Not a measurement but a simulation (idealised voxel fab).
You're looking at the process module voxel wiring stack.
cross-section cut | 245 nm wide | cells 5 nm
When this document writes out a cross-section, it uses a grid of square cells and lists it as bands, beginning at the top and moving down, with a band standing for one or more rows of cells. The band entry comprises the height of the band's top followed by the height of its bottom, expressed in nm, and subsequently the band's materials from left to right, each stated together with its width in nm. Where a single material is marked with the word "edge to edge", that material fills the band from edge to edge. The word "air" represents empty space. Heights are expressed relative to 0, this being the level below which the as-received wafer comprises one material exclusively. The lowest band is unbounded in the downward direction and is denoted as in "0 nm and below". When a width is written as two numbers, as in "30 to 40", the first number is the width in the top row of cells of the band and the second is the width in its bottom row, and the width changes by the same amount from each row to the next. A step reported as "no modification" is a step in which no cell of the cross-section changed. "Sealed void list" specifies each empty space that is not open to the top and that occupies no fewer than 8 cells, using the form width x height at distance, the distance measured from the left edge and all three quantities in nm. Anything after a step's settings on that line? It's the simulator's own note about the step. A step line may carry the setting "overlay nm", which, for steps involving a mask, states the distance by which the mask lay to the right of its intended position; negative values denote displacement to the left.
## Listed below are the process steps as planned
- 1: RECEIVE [material Si]
- 2: CONFORMAL_DEP [material SiO2] [thk nm 10]
- 3: DIRECTIONAL_DEP [material TiN] [thk nm 5]
- 4: DIRECTIONAL_DEP [material Ru] [thk nm 15]
- 5: MASKED_ETCH [tone cover] [mask id METAL_1] [width nm 20] [pitch nm 50] [etch materials Ru] [depth nm 15] [overlay nm 0]
- 6: MASKED_ETCH [tone cover] [mask id METAL_1] [width nm 20] [pitch nm 50] [etch materials TiN] [depth nm 5] [overlay nm 0]
- 7: CONFORMAL_DEP [material SiN] [thk nm 5]
- 8: FILL_DEP [material SiO2] [thk nm 5]
- 9: CMP [height nm 30]
- 10: CONFORMAL_DEP [material SiCN] [thk nm 5]
- 11: DIRECTIONAL_DEP [material lowk] [thk nm 25]
- 12: DIRECTIONAL_DEP [material aC] [thk nm 10]
- 13: PATTERN [tone open] [mask id METAL_2_HOLES] [material resist] [width nm 15] [pitch nm 100] [thk nm 30] [overlay nm 0]
- 14: DIRECTIONAL_ETCH [etch materials aC] [depth nm 10]
- 15: STRIP [etch materials resist]
- 16: DIRECTIONAL_ETCH [etch materials lowk] [depth nm 25]
- 17: STRIP [etch materials aC]
- 18: PATTERN [tone open] [mask id METAL_2] [material resist] [width nm 20] [pitch nm 50] [thk nm 15] [overlay nm 0]
- 19: DIRECTIONAL_ETCH [etch materials lowk] [depth nm 15]
- 20: DIRECTIONAL_ETCH [etch materials SiCN] [depth nm 5]
- 21: STRIP [etch materials resist]
- 22: CONFORMAL_DEP [material TiN] [thk nm 5]
- 23: FILL_DEP [material Cu] [thk nm 10]
- 24: CMP [height nm 60]
- 25: CONFORMAL_DEP [material SiCN] [thk nm 5]
## Cross-section of the wafer at receipt, which is the condition after step 1
- 0 nm and below | Si edge to edge
- Sealed void list: none
## Here's the cross-section of the first of our two wafers at the end of the module - it ran as planned
- 65 nm to 60 nm | SiCN edge to edge
- 60 nm to 50 nm | 35 of lowk  5 of TiN  10 of Cu  5 of TiN  30 of lowk  5 of TiN  10 of Cu  5 of TiN  30 of lowk  5 of TiN  10 of Cu  5 of TiN  30 of lowk  5 of TiN  10 of Cu  5 of TiN  40 of lowk
- 50 nm to 45 nm | 35 of lowk  5 of TiN  5 of Cu  10 of TiN  30 of lowk  20 of TiN  30 of lowk  5 of TiN  5 of Cu  10 of TiN  30 of lowk  20 of TiN  40 of lowk
- 45 nm to 35 nm | 35 of lowk  5 of TiN  5 of Cu  5 of TiN  85 of lowk  5 of TiN  5 of Cu  5 of TiN  95 of lowk
- 35 nm to 30 nm | 35 of SiCN  15 of TiN  85 of SiCN  15 of TiN  95 of SiCN
- 30 nm to 15 nm | 30 of SiO2  5 of SiN  20 of Ru  5 of SiN  20 of SiO2  5 of SiN  20 of Ru  5 of SiN  20 of SiO2  5 of SiN  20 of Ru  5 of SiN  20 of SiO2  5 of SiN  20 of Ru  5 of SiN  35 of SiO2
- 15 nm to 10 nm | 35 of SiN  20 of TiN  30 of SiN  20 of TiN  30 of SiN  20 of TiN  30 of SiN  20 of TiN  40 of SiN
- 10 nm to 0 nm | SiO2 edge to edge
- 0 nm and below | Si edge to edge
- Sealed void list: none
## Second of two wafers, module complete, sectioned: it shares the first wafer's start and plan but was run with one mistake
- 65 nm to 60 nm | SiCN edge to edge
- 60 nm to 50 nm | 30 of lowk  5 of TiN  15 of Cu  5 of TiN  30 of lowk  5 of TiN  10 of Cu  5 of TiN  25 of lowk  5 of TiN  15 of Cu  5 of TiN  30 of lowk  5 of TiN  10 of Cu  5 of TiN  40 of lowk
- 50 nm to 45 nm | 30 of lowk  5 of TiN  5 of Cu  15 of TiN  30 of lowk  20 of TiN  25 of lowk  5 of TiN  5 of Cu  15 of TiN  30 of lowk  20 of TiN  40 of lowk
- 45 nm to 40 nm | 30 of lowk  5 of TiN  5 of Cu  5 of TiN  85 of lowk  5 of TiN  5 of Cu  5 of TiN  100 of lowk
- 40 nm to 35 nm | 30 of lowk  15 of TiN  85 of lowk  15 of TiN  100 of lowk
- 35 nm to 30 nm | 35 of SiCN  10 of TiN  90 of SiCN  10 of TiN  100 of SiCN
- 30 nm to 15 nm | 30 of SiO2  5 of SiN  20 of Ru  5 of SiN  20 of SiO2  5 of SiN  20 of Ru  5 of SiN  20 of SiO2  5 of SiN  20 of Ru  5 of SiN  20 of SiO2  5 of SiN  20 of Ru  5 of SiN  35 of SiO2
- 15 nm to 10 nm | 35 of SiN  20 of TiN  30 of SiN  20 of TiN  30 of SiN  20 of TiN  30 of SiN  20 of TiN  40 of SiN
- 10 nm to 0 nm | SiO2 edge to edge
- 0 nm and below | Si edge to edge
- Sealed void list: none
What was done differently from what was planned? off-plan run, step 13, actual operation and settings PATTERN [tone open] [mask id METAL_2_HOLES] [material resist] [width nm 15] [pitch nm 100] [thk nm 30] [overlay nm -5]
Final comparison by cell count, materials where the second wafer has more or fewer than the first: +2 Cu | +2 SiCN | +2 TiN | -6 lowk
